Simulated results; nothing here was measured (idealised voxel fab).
The following is a process module called voxel gate over fins.
Section cut is 290 nm wide and gridded with 5 nm square cells.
This document writes a cross-section as a grid whose cells are square, and gives it as bands, listed from the top down; one or more rows of cells form a band. The band entry comprises the height of the band's top followed by the height of its bottom, expressed in nm, and subsequently the band's materials from left to right, each stated together with its width in nm. Where a single material is marked with the word "all across", that material fills the band from edge to edge. The word "blank" represents empty space. Heights from 0 (as-received wafer is one material below). Bottom band endless downward, as "0 nm and below". Width "30->40": first value at the band's top row of cells, second value at its bottom row, equal change from row to row. "everything unchanged" -> step changed no cross-section cell. The label "Closed void list" introduces a list of the empty spaces, 8 cells or larger, that have no open way up to the top; each entry in it reads width x height at distance, where the distance is taken from the left edge and all three are stated in nm. On each step's line, the part that comes after the settings is the simulator's own comment on the step. The optional step-line setting "overlay nm" applies to steps with a mask and quantifies how far to the right of its planned location the mask lay, a negative value indicating leftward placement.

These are the steps we planned for the process:
| 1 | RECEIVE: material Si |
| 2 | CONFORMAL_DEP: material SiN, thk nm 5 |
| 3 | DIRECTIONAL_DEP: material aC, thk nm 15 |
| 4 | PATTERN: tone cover, mask id FINS, material resist, width nm 15, pitch nm 60, thk nm 35, overlay nm 0 |
| 5 | DIRECTIONAL_ETCH: etch materials aC, depth nm 15 |
| 6 | STRIP: etch materials resist |
| 7 | DIRECTIONAL_ETCH: etch materials SiN, depth nm 5 |
| 8 | DIRECTIONAL_ETCH: etch materials Si, depth nm 40 |
| 9 | STRIP: etch materials aC |
| 10 | FILL_DEP: material SiO2, thk nm 15 |
| 11 | CMP: height nm 5 |
| 12 | PATTERN: tone open, mask id RAIL, material resist, width nm 15, thk nm 15, overlay nm 0 |
| 13 | DIRECTIONAL_ETCH: etch materials SiO2, depth nm 40 |
| 14 | STRIP: etch materials resist |
| 15 | CONFORMAL_DEP: material TiN, thk nm 5 |
| 16 | FILL_DEP: material W, thk nm 5 |
| 17 | CMP: height nm 5 |
| 18 | SELECTIVE_ETCH: etch materials W Ru TiN, depth nm 20 |
| 19 | FILL_DEP: material SiO2, thk nm 5 |
| 20 | CMP: height nm 5 |
| 21 | SELECTIVE_ETCH: etch materials SiO2, depth nm 15 |
| 22 | STRIP: etch materials SiN |
| 23 | CONFORMAL_DEP: material HfO2, thk nm 5 |
| 24 | CONFORMAL_DEP: material TiN, thk nm 5 |
| 25 | FILL_DEP: material W, thk nm 15 |
| 26 | CMP: height nm 20 |
| 27 | CONFORMAL_DEP: material SiCN, thk nm 10 |

Incoming wafer, cross-sectional view, post step 1:
* 0 nm and below: Si all across
* Closed void list: none

Looking at the first of two wafers in cross-section at end of module - ran to plan:
* 30 nm to 20 nm: SiCN all across
* 20 nm to 10 nm: W all across
* 10 nm to 5 nm: 35 of W / 35 of TiN / 25 of W / 35 of TiN / 25 of W / 35 of TiN / 25 of W / 35 of TiN / 40 of W
* 5 nm to 0 nm: 35 of W / 5 of TiN / 25 of HfO2 / 5 of TiN / 25 of W / 5 of TiN / 25 of HfO2 / 5 of TiN / 25 of W / 5 of TiN / 25 of HfO2 / 5 of TiN / 25 of W / 5 of TiN / 25 of HfO2 / 5 of TiN / 40 of W
* 0 nm to -5 nm: 40 of TiN / 5 of HfO2 / 15 of Si / 5 of HfO2 / 35 of TiN / 5 of HfO2 / 15 of Si / 5 of HfO2 / 35 of TiN / 5 of HfO2 / 15 of Si / 5 of HfO2 / 35 of TiN / 5 of HfO2 / 15 of Si / 5 of HfO2 / 45 of TiN
* -5 nm to -10 nm: 45 of HfO2 / 15 of Si / 45 of HfO2 / 15 of Si / 45 of HfO2 / 15 of Si / 45 of HfO2 / 15 of Si / 50 of HfO2
* -10 nm to -15 nm: 45 of SiO2 / 15 of Si / 45 of SiO2 / 15 of Si / 45 of SiO2 / 15 of Si / 45 of SiO2 / 15 of Si / 50 of SiO2
* -15 nm to -30 nm: 45 of SiO2 / 15 of Si / 15 of SiO2 / 5 of TiN / 5 of W / 5 of TiN / 15 of SiO2 / 15 of Si / 45 of SiO2 / 15 of Si / 45 of SiO2 / 15 of Si / 50 of SiO2
* -30 nm to -35 nm: 45 of SiO2 / 15 of Si / 15 of SiO2 / 15 of TiN / 15 of SiO2 / 15 of Si / 45 of SiO2 / 15 of Si / 45 of SiO2 / 15 of Si / 50 of SiO2
* -35 nm to -40 nm: 45 of SiO2 / 15 of Si / 45 of SiO2 / 15 of Si / 45 of SiO2 / 15 of Si / 45 of SiO2 / 15 of Si / 50 of SiO2
* -40 nm and below: Si all across
* Closed void list: none

Cross-sectional image of the second wafer of the two following completion of the module. Starting state and process plan were the same as for the first wafer; one execution error occurred:
* 30 nm to 20 nm: SiCN all across
* 20 nm to 10 nm: W all across
* 10 nm to 5 nm: 35 of W / 35 of TiN / 25 of W / 35 of TiN / 25 of W / 35 of TiN / 25 of W / 35 of TiN / 40 of W
* 5 nm to 0 nm: 35 of W / 5 of TiN / 25 of HfO2 / 5 of TiN / 25 of W / 5 of TiN / 25 of HfO2 / 5 of TiN / 25 of W / 5 of TiN / 25 of HfO2 / 5 of TiN / 25 of W / 5 of TiN / 25 of HfO2 / 5 of TiN / 40 of W
* 0 nm to -5 nm: 40 of TiN / 5 of HfO2 / 15 of Si / 5 of HfO2 / 35 of TiN / 5 of HfO2 / 15 of Si / 5 of HfO2 / 35 of TiN / 5 of HfO2 / 15 of Si / 5 of HfO2 / 35 of TiN / 5 of HfO2 / 15 of Si / 5 of HfO2 / 45 of TiN
* -5 nm to -10 nm: 45 of HfO2 / 15 of Si / 45 of HfO2 / 15 of Si / 45 of HfO2 / 15 of Si / 45 of HfO2 / 15 of Si / 50 of HfO2
* -10 nm to -15 nm: 45 of SiO2 / 15 of Si / 45 of SiO2 / 15 of Si / 45 of SiO2 / 15 of Si / 45 of SiO2 / 15 of Si / 50 of SiO2
* -15 nm to -30 nm: 45 of SiO2 / 15 of Si / 25 of SiO2 / 5 of TiN / 5 of W / 5 of TiN / 5 of SiO2 / 15 of Si / 45 of SiO2 / 15 of Si / 45 of SiO2 / 15 of Si / 50 of SiO2
* -30 nm to -35 nm: 45 of SiO2 / 15 of Si / 25 of SiO2 / 15 of TiN / 5 of SiO2 / 15 of Si / 45 of SiO2 / 15 of Si / 45 of SiO2 / 15 of Si / 50 of SiO2
* -35 nm to -40 nm: 45 of SiO2 / 15 of Si / 45 of SiO2 / 15 of Si / 45 of SiO2 / 15 of Si / 45 of SiO2 / 15 of Si / 50 of SiO2
* -40 nm and below: Si all across
* Closed void list: none
Which mistake was made when the wafer was run? it should be noted that step 12 was executed with settings other than those planned, the operation and settings actually applied being PATTERN: tone open, mask id RAIL, material resist, width nm 15, thk nm 15, overlay nm 10
Final wafers compared: equal cell tally per material, rearranged layout.
